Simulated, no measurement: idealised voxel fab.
The process module that follows is named voxel self aligned vias.
Section shown: cut. Width: 215 nm. Cell size: 5 nm, square.
Cross-section format: a grid of square cells, given as bands from top to bottom; each band is one or more rows of cells. This entry defines a band. It first specifies the height of the band's top and the height of its bottom in nm, and then specifies the band's materials from left to right, stating each material with its width in nm. The word "full width" identifies a single material that fills the band from edge to edge, while the word "air" identifies empty space. Note: height 0 marks the level under which the wafer is uniformly one material as received. Lowest band unbounded below, written "z 0 and below". Read "30..40" as a graded width: first number on top, second number at the bottom, same change between each pair of neighbouring rows. Where a step carries "remained the same", the cross-section came out of it unchanged, cell for cell. The list in "Listed closed voids" covers empty spaces of 8 cells or more that cannot reach the top through any open way, and it gives each as width x height at distance; the distance is from the left edge, and width, height and distance are in nm. Whatever follows a step's settings on its line is a remark the simulator itself makes about that step. overlay nm, on a step with a mask: how far to the right of its planned place the mask lay; to the left if negative.
The steps planned for the process are as follows:
1) RECEIVE [material Si]
2) CONFORMAL_DEP [material SiO2] [thk nm 10]
3) CONFORMAL_DEP [material SiCN] [thk nm 5]
4) DIRECTIONAL_DEP [material lowk] [thk nm 25]
5) PATTERN [tone open] [mask id LINES] [material resist] [width nm 25] [pitch nm 55] [thk nm 20] [overlay nm 0]
6) DIRECTIONAL_ETCH [etch materials lowk] [depth nm 25]
7) STRIP [etch materials resist]
8) CONFORMAL_DEP [material TiN] [thk nm 5]
9) FILL_DEP [material W] [thk nm 10]
10) CMP [height nm 40]
11) SELECTIVE_ETCH [etch materials W Ru TiN] [depth nm 5]
12) FILL_DEP [material SiN] [thk nm 5]
13) CMP [height nm 40]
14) DIRECTIONAL_DEP [material lowk] [thk nm 20]
15) MASKED_ETCH [tone open] [mask id VIAS] [width nm 35] [pitch nm 110] [etch materials lowk] [depth nm 20] [overlay nm 0]
16) MASKED_ETCH [tone open] [mask id VIAS] [width nm 35] [pitch nm 110] [etch materials SiN] [depth nm 5] [overlay nm 0]
17) CONFORMAL_DEP [material TiN] [thk nm 5]
18) FILL_DEP [material W] [thk nm 10]
19) CMP [height nm 60]
20) CONFORMAL_DEP [material SiN] [thk nm 5]
So this is the incoming wafer in cross-section - it's already been through step 1:
- z 0 and below = Si full width
- Listed closed voids: none
Cross-section, first of two wafers, end of module, run as planned:
- z 65 to 60 = SiN full width
- z 60 to 45 = lowk: 35 | TiN: 5 | W: 25 | TiN: 5 | lowk: 75 | TiN: 5 | W: 25 | TiN: 5 | lowk: 35
- z 45 to 40 = lowk: 35 | TiN: 10 | W: 15 | TiN: 10 | lowk: 75 | TiN: 10 | W: 15 | TiN: 10 | lowk: 35
- z 40 to 35 = lowk: 40 | TiN: 25 | lowk: 30 | SiN: 25 | lowk: 30 | TiN: 25 | lowk: 40
- z 35 to 20 = lowk: 40 | TiN: 5 | W: 15 | TiN: 5 | lowk: 30 | TiN: 5 | W: 15 | TiN: 5 | lowk: 30 | TiN: 5 | W: 15 | TiN: 5 | lowk: 40
- z 20 to 15 = lowk: 40 | TiN: 25 | lowk: 30 | TiN: 25 | lowk: 30 | TiN: 25 | lowk: 40
- z 15 to 10 = SiCN full width
- z 10 to 0 = SiO2 full width
- z 0 and below = Si full width
- Listed closed voids: none
Wafer two cross-section, module end. Start and plan unchanged from wafer one; one mistake made during the run:
- z 60 to 55 = SiN full width
- z 55 to 45 = lowk: 35 | TiN: 5 | W: 25 | TiN: 5 | lowk: 75 | TiN: 5 | W: 25 | TiN: 5 | lowk: 35
- z 45 to 40 = lowk: 35 | TiN: 10 | W: 15 | TiN: 10 | lowk: 75 | TiN: 10 | W: 15 | TiN: 10 | lowk: 35
- z 40 to 35 = lowk: 40 | TiN: 25 | lowk: 30 | SiN: 25 | lowk: 30 | TiN: 25 | lowk: 40
- z 35 to 20 = lowk: 40 | TiN: 5 | W: 15 | TiN: 5 | lowk: 30 | TiN: 5 | W: 15 | TiN: 5 | lowk: 30 | TiN: 5 | W: 15 | TiN: 5 | lowk: 40
- z 20 to 15 = lowk: 40 | TiN: 25 | lowk: 30 | TiN: 25 | lowk: 30 | TiN: 25 | lowk: 40
- z 15 to 10 = SiCN full width
- z 10 to 0 = SiO2 full width
- z 0 and below = Si full width
- Listed closed voids: none
Run error: step 19 changed vs plan, executed as CMP [height nm 55]
Bottom line after processing is that, in cells, the second wafer is up or down on some materials versus the first: 4 fewer of TiN | 10 fewer of W | 29 fewer of lowk
